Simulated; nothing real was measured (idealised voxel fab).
voxel gate over fins: a process module
Displayed cross-section: cut, width of 155 nm, square cells sized 5 nm.
Cross-section, as written here: a square-cell grid given band by band from the top down, where a band holds one or more rows of cells. In this notation a band is specified by the heights of its top and bottom, in that order and in nm, after which its materials appear from left to right, each paired with its width in nm. The word "all across" attached to a single material means that material fills the band from edge to edge; the word "empty" stands for empty space. Height datum 0, below which the as-received substrate wafer is one material. Lowest band open at the bottom, running downward: "0 down". The expression "30 to 40" gives the width at the extremes of the band, the first number at its top row of cells and the second at its bottom row, with the width changing by equal amounts from each row to the next in between. Take "no modification" at face value: in the step it is given for, the cross-section changed in none of its cells. Basically, "Closed voids list" tells you about the enclosed voids: empty spaces with no open way to the top, 8 cells or bigger, each written width x height at distance, where distance is from the left edge, all in nm. after a step's settings: what the simulator itself notes on the step. On any step carrying a mask, the "overlay nm" setting, if present on the step's line, tells how far right of its planned place the mask lay; negative values point to the left.

**Steps in the process plan**
1,RECEIVE, material Si
2,CONFORMAL_DEP, material SiN, thk nm 10
3,MASKED_ETCH, tone cover, mask id FINS, width nm 15, pitch nm 55, etch materials SiN, depth nm 10, overlay nm 0
4,MASKED_ETCH, tone cover, mask id FINS, width nm 15, pitch nm 55, etch materials Si, depth nm 30, overlay nm 0
5,FILL_DEP, material SiO2, thk nm 10
6,CMP, height nm 10
7,DIRECTIONAL_DEP, material aC, thk nm 10
8,PATTERN, tone open, mask id RAIL, material resist, width nm 15, thk nm 25, overlay nm 0
9,DIRECTIONAL_ETCH, etch materials aC, depth nm 10
10,STRIP, etch materials resist
11,DIRECTIONAL_ETCH, etch materials SiO2, depth nm 35
12,STRIP, etch materials aC
13,CONFORMAL_DEP, material TiN, thk nm 5
14,FILL_DEP, material W, thk nm 5
15,CMP, height nm 10
16,SELECTIVE_ETCH, etch materials W Ru TiN, depth nm 30
17,FILL_DEP, material SiO2, thk nm 5
18,CMP, height nm 10
19,SELECTIVE_ETCH, etch materials SiO2, depth nm 25
20,STRIP, etch materials SiN
21,CONFORMAL_DEP, material HfO2, thk nm 5
22,CONFORMAL_DEP, material TiN, thk nm 5
23,FILL_DEP, material W, thk nm 15
24,CMP, height nm 20
25,CONFORMAL_DEP, material SiCN, thk nm 10

**Delivered wafer in cross-section: state after step 1**
* 0 down = Si all across
* Closed voids list: none

**End state of the module in cross-section, given the above starting point and plan and one mistake in execution**
* 30 to 20 = SiCN all across
* 20 to 10 = W all across
* 10 to 5 = W (30)  TiN (35)  W (20)  TiN (35)  W (35)
* 5 to 0 = W (30)  TiN (5)  HfO2 (25)  TiN (5)  W (20)  TiN (5)  HfO2 (25)  TiN (5)  W (35)
* 0 to -5 = W (30)  TiN (5)  HfO2 (5)  Si (15)  HfO2 (5)  TiN (5)  W (20)  TiN (5)  HfO2 (5)  Si (15)  HfO2 (5)  TiN (5)  W (35)
* -5 to -10 = TiN (35)  HfO2 (5)  Si (15)  HfO2 (5)  TiN (30)  HfO2 (5)  Si (15)  HfO2 (5)  TiN (40)
* -10 to -15 = HfO2 (40)  Si (15)  HfO2 (40)  Si (15)  HfO2 (45)
* -15 to -20 = SiO2 (40)  Si (15)  SiO2 (40)  Si (15)  SiO2 (45)
* -20 to -25 = SiO2 (40)  Si (15)  SiO2 (15)  TiN (15)  SiO2 (10)  Si (15)  SiO2 (45)
* -25 to -30 = SiO2 (40)  Si (15)  SiO2 (40)  Si (15)  SiO2 (45)
* -30 down = Si all across
* Closed voids list: none
Plan not followed: not per plan at step 8, really ran PATTERN, tone open, mask id RAIL, material resist, width nm 15, thk nm 25, overlay nm 5
